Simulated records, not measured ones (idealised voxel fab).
process module | voxel wiring stack
cross-section cut | 200 nm wide | cells 5 nm
A cross-section is a grid of square cells, given in bands from the top down. A band is one or more rows of cells.
Each band's line starts with the height of the band's top and of its bottom, in nm. Then come its materials from left to right, each with its width in nm. One material with "throughout" fills the band from edge to edge. "air" is empty space.
Height 0 is the level under which the wafer as received is all one material. The lowest band goes on downwards, as in "0 down".
A width such as "30 to 40" changes by the same amount from each row of cells to the next, from the band's top row to its bottom row.
"no change" after a step means that no cell of the cross-section changed.
closed voids: empty space of 8 cells or more with no open way to the top, each as width x height at its distance from the left edge, in nm
after a step's settings: what the simulator itself notes on the step
overlay nm, on a step with a mask: how far to the right of its planned place the mask lay; to the left if negative
plan
1 op RECEIVE | material Si
2 op CONFORMAL_DEP | material SiO2 | thk nm 10
3 op DIRECTIONAL_DEP | material TiN | thk nm 5
4 op DIRECTIONAL_DEP | material W | thk nm 25
5 op DIRECTIONAL_DEP | material aC | thk nm 15
6 op PATTERN | tone cover | mask id METAL_1 | material resist | width nm 20 | pitch nm 40 | thk nm 35 | overlay nm 0
7 op DIRECTIONAL_ETCH | etch materials aC | depth nm 15
8 op STRIP | etch materials resist
9 op DIRECTIONAL_ETCH | etch materials W | depth nm 25
10 op DIRECTIONAL_ETCH | etch materials TiN | depth nm 5
11 op STRIP | etch materials aC
12 op FILL_DEP | material lowk | thk nm 5
13 op CMP | height nm 40
14 op CONFORMAL_DEP | material SiCN | thk nm 5
15 op DIRECTIONAL_DEP | material lowk | thk nm 10
16 op DIRECTIONAL_DEP | material aC | thk nm 15
17 op PATTERN | tone open | mask id PLUG_1 | material resist | width nm 15 | pitch nm 40 | thk nm 35 | overlay nm 0
18 op DIRECTIONAL_ETCH | etch materials aC | depth nm 15
19 op STRIP | etch materials resist
20 op DIRECTIONAL_ETCH | etch materials lowk | depth nm 10
21 op DIRECTIONAL_ETCH | etch materials SiCN | depth nm 5
22 op STRIP | etch materials aC
23 op EPI | material Ru | thk nm 10
24 op EPI | material Ru | thk nm 5
25 op CONFORMAL_DEP | material SiN | thk nm 5
26 op DIRECTIONAL_DEP | material SiO2 | thk nm 15
27 op MASKED_ETCH | tone open | mask id METAL_2 | width nm 20 | pitch nm 40 | etch materials SiO2 | depth nm 15 | overlay nm 0
28 op MASKED_ETCH | tone open | mask id METAL_2 | width nm 20 | pitch nm 40 | etch materials SiN | depth nm 5 | overlay nm 0
29 op CONFORMAL_DEP | material TiN | thk nm 5
30 op FILL_DEP | material W | thk nm 5
31 op CMP | height nm 75
32 op EPI | material Ru | thk nm 5
33 op FILL_DEP | material SiCN | thk nm 5
34 op DIRECTIONAL_DEP | material SiO2 | thk nm 15
35 op DIRECTIONAL_DEP | material aC | thk nm 10
36 op PATTERN | tone open | mask id PLUG_2 | material resist | width nm 15 | pitch nm 40 | thk nm 25 | overlay nm 0
37 op DIRECTIONAL_ETCH | etch materials aC | depth nm 10
38 op STRIP | etch materials resist
39 op DIRECTIONAL_ETCH | etch materials SiO2 | depth nm 15
40 op DIRECTIONAL_ETCH | etch materials SiCN | depth nm 5
41 op STRIP | etch materials aC
42 op EPI | material Ru | thk nm 10
43 op EPI | material Ru | thk nm 10
44 op DIRECTIONAL_DEP | material TiN | thk nm 5
45 op DIRECTIONAL_DEP | material W | thk nm 15
46 op MASKED_ETCH | tone cover | mask id METAL_3 | width nm 20 | pitch nm 40 | etch materials W | depth nm 15 | overlay nm 0
47 op MASKED_ETCH | tone cover | mask id METAL_3 | width nm 20 | pitch nm 40 | etch materials TiN | depth nm 5 | overlay nm 0
48 op FILL_DEP | material SiO2 | thk nm 10
49 op CMP | height nm 120
50 op CONFORMAL_DEP | material SiN | thk nm 5
as received, after step 1
  0 down: Si throughout
  closed voids: none
first wafer at the end, as planned
  125 to 120: SiN throughout
  120 to 105: SiO2 50 | W 20 | SiO2 20 | W 20 | SiO2 20 | W 20 | SiO2 50
  105 to 100: SiO2 50 | TiN 20 | SiO2 20 | TiN 20 | SiO2 20 | TiN 20 | SiO2 50
  100 to 85: SiO2 50 | Ru 15 | SiO2 25 | Ru 15 | SiO2 25 | Ru 15 | SiO2 55
  85 to 75: SiCN 50 to 45 | Ru 15 to 30 | SiCN 25 to 10 | Ru 15 to 30 | SiCN 25 to 10 | Ru 15 to 30 | SiCN 55 to 45
  75 to 60: SiO2 50 | TiN 5 | W 10 | TiN 5 | SiO2 20 | TiN 5 | W 10 | TiN 5 | SiO2 20 | TiN 5 | W 10 | TiN 5 | SiO2 50
  60 to 55: SiN 50 | TiN 20 | SiN 20 | TiN 20 | SiN 20 | TiN 20 | SiN 50
  55 to 45: lowk 50 | Ru 15 | lowk 25 | Ru 15 | lowk 25 | Ru 15 | lowk 55
  45 to 40: SiCN 50 | Ru 15 | SiCN 25 | Ru 15 | SiCN 25 | Ru 15 | SiCN 55
  40 to 15: lowk 50 | W 20 | lowk 20 | W 20 | lowk 20 | W 20 | lowk 50
  15 to 10: lowk 50 | TiN 20 | lowk 20 | TiN 20 | lowk 20 | TiN 20 | lowk 50
  10 to 0: SiO2 throughout
  0 down: Si throughout
  closed voids: none
second wafer at the end: like start, like plan, one mistake
  125 to 120: SiN throughout
  120 to 115: SiO2 50 | W 15 | TiN 5 | SiO2 20 | W 15 | TiN 5 | SiO2 20 | W 15 | TiN 5 | SiO2 50
  115 to 105: SiO2 50 | W 15 | SiO2 25 | W 15 | SiO2 25 | W 15 | SiO2 55
  105 to 100: SiO2 50 | TiN 15 | SiO2 25 | TiN 15 | SiO2 25 | TiN 15 | SiO2 55
  100 to 85: SiO2 throughout
  85 to 80: SiCN throughout
  80 to 75: SiCN 45 | Ru 30 | SiCN 10 | Ru 30 | SiCN 10 | Ru 30 | SiCN 45
  75 to 60: SiO2 50 | TiN 5 | W 10 | TiN 5 | SiO2 20 | TiN 5 | W 10 | TiN 5 | SiO2 20 | TiN 5 | W 10 | TiN 5 | SiO2 50
  60 to 55: SiN 50 | TiN 20 | SiN 20 | TiN 20 | SiN 20 | TiN 20 | SiN 50
  55 to 45: lowk 50 | Ru 15 | lowk 25 | Ru 15 | lowk 25 | Ru 15 | lowk 55
  45 to 40: SiCN 50 | Ru 15 | SiCN 25 | Ru 15 | SiCN 25 | Ru 15 | SiCN 55
  40 to 15: lowk 50 | W 20 | lowk 20 | W 20 | lowk 20 | W 20 | lowk 50
  15 to 10: lowk 50 | TiN 20 | lowk 20 | TiN 20 | lowk 20 | TiN 20 | lowk 50
  10 to 0: SiO2 throughout
  0 down: Si throughout
  closed voids: none
what went wrong: step 34 was run twice
at the end the second wafer has, in cells: 36 fewer of Ru | 9 more of SiCN | 36 more of SiO2 | 9 fewer of W
